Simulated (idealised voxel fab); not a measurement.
Process module heading - voxel self aligned contacts
For reference, the cross-section in this document is cut, with width 260 nm and square cells of 5 nm.
When this document writes out a cross-section, it uses a grid of square cells and lists it as bands, beginning at the top and moving down, with a band standing for one or more rows of cells. What a band's entry tells you: where the top is and where the bottom is, as heights in nm, and after that what lies inside, material by material from left to right, each with its width in nm. Empty space is written as the word "air", and a single material marked with the word "all across" occupies the band from edge to edge. All heights in this document are referenced to 0, defined as the level beneath which the wafer, as received, consists entirely of one material. The lowest band is not bounded below; it extends indefinitely downward and is written in the form "0 -> down". Graded width ("30..40"): value in top row of band = first number; value in bottom row = second number; row-to-row change constant. "everything unchanged", as given for a step, is the statement that not any cell of the cross-section underwent a change during that step. Reported under the label "Enclosed void catalog" are the empty spaces having no open way to the top and comprising 8 cells or more; the notation for each is width x height at distance, in which the distance is measured from the left edge and all three values are in nm. It should be noted that, on the line of a given step, the content following the step's settings is a remark produced by the simulator itself with respect to that step. The setting "overlay nm" may be written on the line of a step. When the step uses a mask, the value reports how far to the right of the planned place the mask lay, and a negative value reports that it lay to the left.
### Planned step list for the process
1,RECEIVE with material Si
2,OXIDIZE with depth nm 5
3,DIRECTIONAL_DEP with material polySi, thk nm 30
4,DIRECTIONAL_DEP with material SiN, thk nm 15
5,DIRECTIONAL_DEP with material aC, thk nm 10
6,PATTERN with tone cover, mask id GATE, material resist, width nm 30, pitch nm 55, thk nm 30, overlay nm 0
7,DIRECTIONAL_ETCH with etch materials aC, depth nm 10
8,STRIP with etch materials resist
9,DIRECTIONAL_ETCH with etch materials SiN, depth nm 15
10,DIRECTIONAL_ETCH with etch materials polySi, depth nm 30
11,STRIP with etch materials aC
12,CONFORMAL_DEP with material SiN, thk nm 5
13,DIRECTIONAL_ETCH with etch materials SiN, depth nm 5
14,FILL_DEP with material SiO2, thk nm 15
15,CMP with height nm 50
16,MASKED_ETCH with tone open, mask id CONTACT, width nm 35, etch materials SiO2, depth nm 55, overlay nm 0
17,CONFORMAL_DEP with material TiN, thk nm 5
18,FILL_DEP with material Ru, thk nm 5
19,CMP with height nm 50
20,CONFORMAL_DEP with material SiN, thk nm 5
### First wafer, two in total, run as planned
### Cross-section of the wafer as it came to us, i.e., already through step 1
> 0 -> down | Si all across
> Enclosed void catalog: none
### Once step 2 is through, the wafer looks like this in cross-section
> 0 -> -5 | SiO2 all across
> Under -5: no change, same as before.
### Once step 3 is through, the wafer looks like this in cross-section
> 30 -> 0 | polySi all across
> Under 0: no change, same as before.
### Once step 4 is through, the wafer looks like this in cross-section
> 45 -> 30 | SiN all across
> Under 30: no change, same as before.
### Once step 5 is through, the wafer looks like this in cross-section
> 55 -> 45 | aC all across
> Under 45: no change, same as before.
### Once step 6 is through, the wafer looks like this in cross-section
> 85 -> 55 | 85 of air | 30 of resist | 25 of air | 30 of resist | 90 of air
> Under 55: no change, same as before.
### Once step 7 is through, the wafer looks like this in cross-section
> 75 -> 55 | 85 of air | 30 of resist | 25 of air | 30 of resist | 90 of air
> 55 -> 45 | 85 of air | 30 of aC | 25 of air | 30 of aC | 90 of air
> Under 45: no change, same as before.
### Once step 8 is through, the wafer looks like this in cross-section
> 55 -> 45 | 85 of air | 30 of aC | 25 of air | 30 of aC | 90 of air
> Under 45: no change, same as before.
### Once step 9 is through, the wafer looks like this in cross-section
> 55 -> 45 | 85 of air | 30 of aC | 25 of air | 30 of aC | 90 of air
> 45 -> 30 | 85 of air | 30 of SiN | 25 of air | 30 of SiN | 90 of air
> Under 30: no change, same as before.
### Once step 10 is through, the wafer looks like this in cross-section
> 55 -> 45 | 85 of air | 30 of aC | 25 of air | 30 of aC | 90 of air
> 45 -> 30 | 85 of air | 30 of SiN | 25 of air | 30 of SiN | 90 of air
> 30 -> 0 | 85 of air | 30 of polySi | 25 of air | 30 of polySi | 90 of air
> Under 0: no change, same as before.
### Once step 11 is through, the wafer looks like this in cross-section
> 45 -> 30 | 85 of air | 30 of SiN | 25 of air | 30 of SiN | 90 of air
> Under 30: no change, same as before.
### Once step 12 is through, the wafer looks like this in cross-section
> 50 -> 30 | 80 of air | 40 of SiN | 15 of air | 40 of SiN | 85 of air
> 30 -> 5 | 80 of air | 5 of SiN | 30 of polySi | 5 of SiN | 15 of air | 5 of SiN | 30 of polySi | 5 of SiN | 85 of air
> 5 -> 0 | 85 of SiN | 30 of polySi | 25 of SiN | 30 of polySi | 90 of SiN
> Under 0: no change, same as before.
### Once step 13 is through, the wafer looks like this in cross-section
> 45 -> 30 | 80 of air | 40 of SiN | 15 of air | 40 of SiN | 85 of air
> 30 -> 0 | 80 of air | 5 of SiN | 30 of polySi | 5 of SiN | 15 of air | 5 of SiN | 30 of polySi | 5 of SiN | 85 of air
> Under 0: no change, same as before.
### Once step 14 is through, the wafer looks like this in cross-section
> 60 -> 45 | SiO2 all across
> 45 -> 30 | 80 of SiO2 | 40 of SiN | 15 of SiO2 | 40 of SiN | 85 of SiO2
> 30 -> 0 | 80 of SiO2 | 5 of SiN | 30 of polySi | 5 of SiN | 15 of SiO2 | 5 of SiN | 30 of polySi | 5 of SiN | 85 of SiO2
> Under 0: no change, same as before.
### Once step 15 is through, the wafer looks like this in cross-section
> 50 -> 45 | SiO2 all across
> Under 45: no change, same as before.
### Once step 16 is through, the wafer looks like this in cross-section
> 50 -> 45 | 110 of SiO2 | 35 of air | 115 of SiO2
> 45 -> 30 | 80 of SiO2 | 40 of SiN | 15 of air | 40 of SiN | 85 of SiO2
> 30 -> 0 | 80 of SiO2 | 5 of SiN | 30 of polySi | 5 of SiN | 15 of air | 5 of SiN | 30 of polySi | 5 of SiN | 85 of SiO2
> 0 -> -5 | 120 of SiO2 | 15 of air | 125 of SiO2
> Under -5: no change, same as before.
### Once step 17 is through, the wafer looks like this in cross-section
> 55 -> 50 | 115 of TiN | 25 of air | 120 of TiN
> 50 -> 45 | 110 of SiO2 | 15 of TiN | 5 of air | 15 of TiN | 115 of SiO2
> 45 -> 30 | 80 of SiO2 | 40 of SiN | 5 of TiN | 5 of air | 5 of TiN | 40 of SiN | 85 of SiO2
> 30 -> 0 | 80 of SiO2 | 5 of SiN | 30 of polySi | 5 of SiN | 5 of TiN | 5 of air | 5 of TiN | 5 of SiN | 30 of polySi | 5 of SiN | 85 of SiO2
> 0 -> -5 | 120 of SiO2 | 15 of TiN | 125 of SiO2
> Under -5: no change, same as before.
### Once step 18 is through, the wafer looks like this in cross-section
> 60 -> 55 | Ru all across
> 55 -> 50 | 115 of TiN | 25 of Ru | 120 of TiN
> 50 -> 45 | 110 of SiO2 | 15 of TiN | 5 of Ru | 15 of TiN | 115 of SiO2
> 45 -> 30 | 80 of SiO2 | 40 of SiN | 5 of TiN | 5 of Ru | 5 of TiN | 40 of SiN | 85 of SiO2
> 30 -> 0 | 80 of SiO2 | 5 of SiN | 30 of polySi | 5 of SiN | 5 of TiN | 5 of Ru | 5 of TiN | 5 of SiN | 30 of polySi | 5 of SiN | 85 of SiO2
> Under 0: no change, same as before.
### Once step 19 is through, the wafer looks like this in cross-section
> 50 -> 45 | 110 of SiO2 | 15 of TiN | 5 of Ru | 15 of TiN | 115 of SiO2
> Under 45: no change, same as before.
### Once step 20 is through, the wafer looks like this in cross-section
> 55 -> 50 | SiN all across
> Under 50: no change, same as before.
### Second wafer. Start and plan as for the first. One mistake made in running. Agrees with the first up to and including step 11
Second wafer, section view, time point: scheduled end of step 12: everything unchanged
### Second wafer, section view, time point: scheduled end of step 13
> 40 -> 30 | 85 of air | 30 of SiN | 25 of air | 30 of SiN | 90 of air
> Under 30: no change, same as before.
### Second wafer, section view, time point: scheduled end of step 14
> 55 -> 40 | SiO2 all across
> 40 -> 30 | 85 of SiO2 | 30 of SiN | 25 of SiO2 | 30 of SiN | 90 of SiO2
> 30 -> 0 | 85 of SiO2 | 30 of polySi | 25 of SiO2 | 30 of polySi | 90 of SiO2
> Under 0: no change, same as before.
### Second wafer, section view, time point: scheduled end of step 15
> 50 -> 40 | SiO2 all across
> Under 40: no change, same as before.
### Second wafer, section view, time point: scheduled end of step 16
> 50 -> 40 | 110 of SiO2 | 35 of air | 115 of SiO2
> 40 -> 30 | 85 of SiO2 | 30 of SiN | 25 of air | 30 of SiN | 90 of SiO2
> 30 -> 0 | 85 of SiO2 | 30 of polySi | 25 of air | 30 of polySi | 90 of SiO2
> 0 -> -5 | 115 of SiO2 | 25 of air | 120 of SiO2
> Under -5: no change, same as before.
### Second wafer, section view, time point: scheduled end of step 17
> 55 -> 50 | 115 of TiN | 25 of air | 120 of TiN
> 50 -> 40 | 110 of SiO2 | 5..10 of TiN | 25..15 of air | 5..10 of TiN | 115 of SiO2
> 40 -> 30 | 85 of SiO2 | 30 of SiN | 5 of TiN | 15 of air | 5 of TiN | 30 of SiN | 90 of SiO2
> 30 -> 0 | 85 of SiO2 | 30 of polySi | 5 of TiN | 15 of air | 5 of TiN | 30 of polySi | 90 of SiO2
> 0 -> -5 | 115 of SiO2 | 25 of TiN | 120 of SiO2
> Under -5: no change, same as before.
### Second wafer, section view, time point: scheduled end of step 18
> 60 -> 55 | Ru all across
> 55 -> 50 | 115 of TiN | 25 of Ru | 120 of TiN
> 50 -> 40 | 110 of SiO2 | 5..10 of TiN | 25..15 of Ru | 5..10 of TiN | 115 of SiO2
> 40 -> 30 | 85 of SiO2 | 30 of SiN | 5 of TiN | 15 of Ru | 5 of TiN | 30 of SiN | 90 of SiO2
> 30 -> 0 | 85 of SiO2 | 30 of polySi | 5 of TiN | 15 of Ru | 5 of TiN | 30 of polySi | 90 of SiO2
> Under 0: no change, same as before.
### Second wafer, section view, time point: scheduled end of step 19
> 50 -> 40 | 110 of SiO2 | 5..10 of TiN | 25..15 of Ru | 5..10 of TiN | 115 of SiO2
> Under 40: no change, same as before.
### Second wafer, section view, time point: scheduled end of step 20
> 55 -> 50 | SiN all across
> Under 50: no change, same as before.
Which mistake was made when the wafer was run? skipped: plan step 12 (never run)
Final tally in cells, some materials are higher or lower on the second wafer than on the first: Ru +22 | SiN -48 | SiO2 +26
